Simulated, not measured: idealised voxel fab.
voxel released beams: a process module
The cross-section shown here is cut; it is 150 nm wide and divided into square cells measuring 5 nm on a side.
Cross-section layout: square cells on a grid; listed as bands, top to bottom; a band spans one or more cell rows.
For a band, the entry starts with two heights in nm, that of the top and then that of the bottom, and carries on with the band's materials in order from left to right, each alongside its width in nm; the word "full width" beside a single material means it fills the band edge to edge, and "empty" means empty space.
Heights are expressed relative to 0, this being the level below which the as-received wafer comprises one material exclusively. The lowest band is unbounded in the downward direction and is denoted as in "top 0, no bottom".
Top row gets the first number, bottom row gets the second, and each row in between changes by the same step: that is how a band width like "30->40" works.
Take "nothing changed" at face value: in the step it is given for, the cross-section changed in none of its cells.
Closed empty spaces (no open way to the top) of 8 cells or more are what "Voids, enclosed" lists, each as width x height at distance from the left edge, nm for all three.
Where a step's line continues beyond its settings, the continuation is a remark by the simulator itself on that step.
When a step includes a mask, the "overlay nm" setting on its line states how far to the right of its planned place that mask lay, and negative values state how far to the left.
[List of planned process steps]
step 1: op RECEIVE | material Si
step 2: op CONFORMAL_DEP | material Al2O3 | thk nm 5
step 3: op DIRECTIONAL_DEP | material SiO2 | thk nm 20
step 4: op DIRECTIONAL_DEP | material aC | thk nm 10
step 5: op PATTERN | tone open | mask id ANCHOR | material resist | width nm 30 | thk nm 30 | overlay nm 0
step 6: op DIRECTIONAL_ETCH | etch materials aC | depth nm 10
step 7: op STRIP | etch materials resist
step 8: op DIRECTIONAL_ETCH | etch materials SiO2 | depth nm 20
step 9: op STRIP | etch materials aC
step 10: op CONFORMAL_DEP | material polySi | thk nm 15
step 11: op PATTERN | tone cover | mask id BEAM | material resist | width nm 115 | thk nm 15 | overlay nm 0
step 12: op DIRECTIONAL_ETCH | etch materials polySi | depth nm 15
step 13: op STRIP | etch materials resist
step 14: op STRIP | etch materials SiO2
It is noted that the wafers described herein are identical at the outset and are distinguished by the width nm of step 5; the value stated in the plan corresponds to the first wafer.
[first wafer as received, after step 1]
	top 0, no bottom: Si full width
	Voids, enclosed: none
[Cross-section of the first of several wafers once the module has run through its last step, step 14]
	top 40, bottom 25: empty=15; polySi=115; empty=20
	top 25, bottom 5: empty=25; polySi=30; empty=95
	top 5, bottom 0: Al2O3 full width
	top 0, no bottom: Si full width
	Voids, enclosed: none
[Cross-sectional depiction of the last of several wafers upon completion of the module]
	top 40, bottom 25: empty=15; polySi=15; empty=25; polySi=75; empty=20
	top 25, bottom 20: empty=15; polySi=15; empty=25; polySi=15; empty=80
	top 20, bottom 5: empty=15; polySi=55; empty=80
	top 5, bottom 0: Al2O3 full width
	top 0, no bottom: Si full width
	Voids, enclosed: none
[What follows is a table in which each wafer occupies a row; for the wafer as it stands at the close of the module, the row states, material by material, how many cells have been gained (+) or lost (-) since receipt, and then gives its closed voids]
width nm 30; +30 Al2O3; +93 polySi; Voids, enclosed: none
width nm 35; +30 Al2O3; +93 polySi; Voids, enclosed: none
width nm 40; +30 Al2O3; +93 polySi; Voids, enclosed: none
width nm 45; +30 Al2O3; +93 polySi; Voids, enclosed: none
width nm 50; +30 Al2O3; +93 polySi; Voids, enclosed: none
width nm 55; +30 Al2O3; +93 polySi; Voids, enclosed: none
